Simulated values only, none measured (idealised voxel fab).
Process module, titled voxel local oxidation
The figure presents cross-section cut, which has a width of 245 nm and is divided into square cells with an edge length of 5 nm.
A cross-section is a grid of square cells, given in bands from the top down. A band is one or more rows of cells. Per band: top height and bottom height in nm, followed by the left-to-right materials and their widths in nm; "edge to edge" marks a single material spanning edge to edge, "air" marks empty space. Counting heights begins at 0, where everything beneath is, in the wafer as received, one material. The lowest band has no bottom; it goes on downwards, as "0 down" shows. A width such as "30->40" changes by the same amount from each row of cells to the next, from the band's top row to its bottom row. "remained unchanged" for a step: no cell of the cross-section changed in that step. So "Entrapped void list" is basically the list of trapped voids: any empty space of 8 cells or more that can't reach the top through an opening. They're written width x height at distance, the distance being from the left edge, and it's all nm. On each step's line, the part that comes after the settings is the simulator's own comment on the step. The "overlay nm" setting may appear on a step's line; for a step that uses a mask, it gives how far to the right of its planned position the mask lay, and a negative value indicates the left.
-- The process steps that were planned are listed below
step 1: RECEIVE, material Si
step 2: OXIDIZE, depth nm 5
step 3: CONFORMAL_DEP, material SiN, thk nm 15
step 4: DIRECTIONAL_DEP, material aC, thk nm 15
step 5: PATTERN, tone cover, mask id ACTIVE, material resist, width nm 105, thk nm 30, overlay nm 0
step 6: DIRECTIONAL_ETCH, etch materials aC, depth nm 15
step 7: STRIP, etch materials resist
step 8: DIRECTIONAL_ETCH, etch materials SiN, depth nm 15
step 9: STRIP, etch materials aC
step 10: SELECTIVE_ETCH, etch materials SiO2, depth nm 5
step 11: OXIDIZE, depth nm 15
step 12: STRIP, etch materials SiN
-- Step 1 complete: cross-section of the wafer as received
- 0 down  Si edge to edge
- Entrapped void list: none
-- The cross-section shown corresponds to the wafer at the conclusion of the module. The initial structure and the process plan are those presented above; however, one mistake occurred in executing the plan
- -5 to -20  90 air / 65 Si / 90 air
- -20 down  Si edge to edge
- Entrapped void list: none
Processing error: for step 12, the planned setting was not used; the step was instead run as STRIP, etch materials SiO2
